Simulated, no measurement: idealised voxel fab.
voxel fin reveal: a process module
We display cut, a cross-section 140 nm in width whose square cells are each 5 nm.
A cross-section in this document is a grid of square cells, and it is written down as bands, the top band listed before the ones below it; a band is made up of one or more rows of cells.
Top height, bottom height, nm. Materials left to right, width each, nm. Single material + "all across" = fills band edge to edge. "air" = empty.
Heights are reckoned from 0. Under this level, the received wafer is all of one material. The bottommost band is open-ended downward, for example "0..down".
Per-row width for "30..40": begins at first number (top row of band), ends at second number (bottom row), increment between rows held constant.
No cell of the cross-section changed in a step that is given as "no modifications".
Voids not open to the top, 8 cells minimum: see "Enclosed voids". Written width x height at distance; distance is from the left edge; nm.
Past the settings on a step's line: simulator remark, on that step.
"overlay nm" denotes, for a step that has a mask, the displacement of the mask to the right of its planned place, with negative values corresponding to the left.
The following list gives the planned process steps
1. RECEIVE: material Si
2. CONFORMAL_DEP: material SiN, thk nm 10
3. MASKED_ETCH: tone cover, mask id FINS, width nm 15, pitch nm 35, etch materials SiN, depth nm 10, overlay nm 0
4. MASKED_ETCH: tone cover, mask id FINS, width nm 15, pitch nm 35, etch materials Si, depth nm 20, overlay nm 0
5. FILL_DEP: material SiO2, thk nm 5
6. CMP: height nm 10
7. SELECTIVE_ETCH: etch materials SiO2, depth nm 25
8. STRIP: etch materials SiN
Keep in mind the plan's value for the depth nm of step 4 comes from the first wafer; the wafers don't share that setting, but they do share the same starting point.
Received wafers, first of several: cross-section after step 1
	0..down: Si all across
	Enclosed voids: none
The figure below presents a cross-section of the first of several wafers at the conclusion of the module, following its last step, step 8
	0..-15: 45 of air, 15 of Si, 20 of air, 15 of Si, 45 of air
	-15..-20: 45 of SiO2, 15 of Si, 20 of SiO2, 15 of Si, 45 of SiO2
	-20..down: Si all across
	Enclosed voids: none
The module's end: a cross-section of the last wafer
	0..-15: 45 of air, 15 of Si, 20 of air, 15 of Si, 45 of air
	-15..-45: 45 of SiO2, 15 of Si, 20 of SiO2, 15 of Si, 45 of SiO2
	-45..down: Si all across
	Enclosed voids: none
Note: the following table is arranged by wafer, a row apiece. Each row reports the end-of-module state: per material, cells gained (+) or cells lost (-) compared with the wafer as received; closed voids follow
depth nm 20; -88 Si; +22 SiO2; Enclosed voids: none
depth nm 25; -110 Si; +44 SiO2; Enclosed voids: none
depth nm 30; -132 Si; +66 SiO2; Enclosed voids: none
depth nm 35; -154 Si; +88 SiO2; Enclosed voids: none
depth nm 40; -176 Si; +110 SiO2; Enclosed voids: none
depth nm 45; -198 Si; +132 SiO2; Enclosed voids: none
